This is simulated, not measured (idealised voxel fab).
Process module, titled voxel self aligned vias
Square cells of 5 nm make up the cross-section cut, whose width is 255 nm.
A cross-section is a grid of square cells, given in bands from the top down. A band is one or more rows of cells. Band entry format. Leading values: height of top, height of bottom, nm. Remainder: materials in left-to-right order, each with its width in nm. Special words: "throughout" on a single material, which then fills the band edge to edge; "empty", empty space. Measure heights from 0. That's the level where, below it, the as-received wafer is all one material. The lowest band is bottomless and extends downward; write it as in "z 0 and below". A two-number width, for instance "30->40", indicates that the width is equal to the first number in the top row of the band and to the second number in the bottom row, and that it changes by a constant amount per row of cells. Basically "all unchanged" means that step didn't change any cell in the cross-section. "Catalogued sealed voids": empty spaces of 8 cells or more with no open way to the top, each given as width x height at distance, distance from the left edge, all in nm. Past the settings on a step's line: simulator remark, on that step. overlay nm: mask offset rightward from planned place, masked step; negative means leftward offset.

-- Listed below are the process steps as planned
1,RECEIVE: material Si
2,CONFORMAL_DEP: material SiO2, thk nm 15
3,CONFORMAL_DEP: material SiCN, thk nm 5
4,DIRECTIONAL_DEP: material SiO2, thk nm 20
5,PATTERN: tone open, mask id LINES, material resist, width nm 30, pitch nm 80, thk nm 20, overlay nm 0
6,DIRECTIONAL_ETCH: etch materials SiO2, depth nm 20
7,STRIP: etch materials resist
8,CONFORMAL_DEP: material TiN, thk nm 5
9,FILL_DEP: material W, thk nm 10
10,CMP: height nm 40
11,SELECTIVE_ETCH: etch materials W Ru TiN, depth nm 5
12,FILL_DEP: material SiN, thk nm 10
13,CMP: height nm 40
14,DIRECTIONAL_DEP: material SiO2, thk nm 20
15,DIRECTIONAL_DEP: material aC, thk nm 15
16,PATTERN: tone open, mask id VIAS, material resist, width nm 50, thk nm 30, overlay nm 0
17,DIRECTIONAL_ETCH: etch materials aC, depth nm 5
18,STRIP: etch materials resist
19,DIRECTIONAL_ETCH: etch materials SiO2, depth nm 20
20,DIRECTIONAL_ETCH: etch materials SiN, depth nm 5
21,STRIP: etch materials aC
22,CONFORMAL_DEP: material TiN, thk nm 5
23,FILL_DEP: material Cu, thk nm 5
24,CMP: height nm 60
25,CONFORMAL_DEP: material SiN, thk nm 5
Variable across wafers: step 17 depth nm (plan value is that of the first wafer; starting state common to all).

-- Cross-section of the first incoming wafer of several, state after step 1
    z 0 and below | Si throughout
    Catalogued sealed voids: none

-- Basically each wafer gets a line in the table, showing it at the end of the module: material by material, the cells it gained (+) or lost (-) since we got it, then its closed voids
depth nm 5; +51 SiCN; +63 SiN; +513 SiO2; +20 TiN; +16 W; Catalogued sealed voids: none
depth nm 10; +51 SiCN; +63 SiN; +513 SiO2; +20 TiN; +16 W; Catalogued sealed voids: none
depth nm 15; +28 Cu; +51 SiCN; +57 SiN; +473 SiO2; +38 TiN; +16 W; Catalogued sealed voids: none
depth nm 20; +28 Cu; +51 SiCN; +57 SiN; +473 SiO2; +38 TiN; +16 W; Catalogued sealed voids: none
depth nm 25; +28 Cu; +51 SiCN; +57 SiN; +473 SiO2; +38 TiN; +16 W; Catalogued sealed voids: none
depth nm 30; +28 Cu; +51 SiCN; +57 SiN; +473 SiO2; +38 TiN; +16 W; Catalogued sealed voids: none
